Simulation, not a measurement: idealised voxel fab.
You're looking at the process module voxel local oxidation.
Pictured: cross-section cut, 235 nm wide, on a grid of 5 nm square cells.
In this document a cross-section is written as a grid of square cells. It is given as a series of bands, listed from the top down, and a band is one or more rows of cells. The band entry comprises the height of the band's top followed by the height of its bottom, expressed in nm, and subsequently the band's materials from left to right, each stated together with its width in nm. Where a single material is marked with the word "all across", that material fills the band from edge to edge. The word "air" represents empty space. It should be noted that heights are counted from 0, beneath which the wafer as supplied is of one material throughout, and that the lowest band possesses no lower boundary but continues downward, as written in "0 and below". So if you see something like "30->40" for the width, read it as the top row of the band sitting at the first number and the bottom row at the second, with every row in between moving by the same amount as the last. When a step is marked "nothing was modified", none of the cells in the cross-section changed during that step. Empty spaces counting at least 8 cells and having no open way to the top are listed in "Closed voids list". The notation width x height at distance is used for each, the distance being from the left edge and all three values in nm. Formally, on a step line, whatever follows the settings is a remark that the simulator itself makes on the step. Among the settings permitted on a step's line is "overlay nm"; applied to a step with a mask, it specifies the extent to which the mask lay to the right of its planned position, whereas a negative figure signifies a position to the left.
Planned step list for the process:
1. RECEIVE, material Si
2. OXIDIZE, depth nm 5
3. CONFORMAL_DEP, material SiN, thk nm 15
4. MASKED_ETCH, tone cover, mask id ACTIVE, width nm 100, etch materials SiN, depth nm 15, overlay nm 0
5. SELECTIVE_ETCH, etch materials SiO2, depth nm 5
6. OXIDIZE, depth nm 10
7. STRIP, etch materials SiN
Wafers differ in width nm at step 4; plan lists the first wafer's value; identical starting state.
The first of several wafers as received, shown in cross-section; this is its state after step 1:
> 0 and below  Si all across
> Closed voids list: none
For your reference, the table is organized with a row per wafer; each row reflects the wafer at the end of the module, indicating for each material the cells gained (+) or lost (-) since receipt, and thereafter its closed voids:
width nm 100 | -113 Si | +84 SiO2 | Closed voids list: none
width nm 105 | -111 Si | +83 SiO2 | Closed voids list: none
width nm 110 | -109 Si | +82 SiO2 | Closed voids list: none
width nm 115 | -107 Si | +81 SiO2 | Closed voids list: none
width nm 120 | -105 Si | +80 SiO2 | Closed voids list: none
width nm 125 | -103 Si | +79 SiO2 | Closed voids list: none
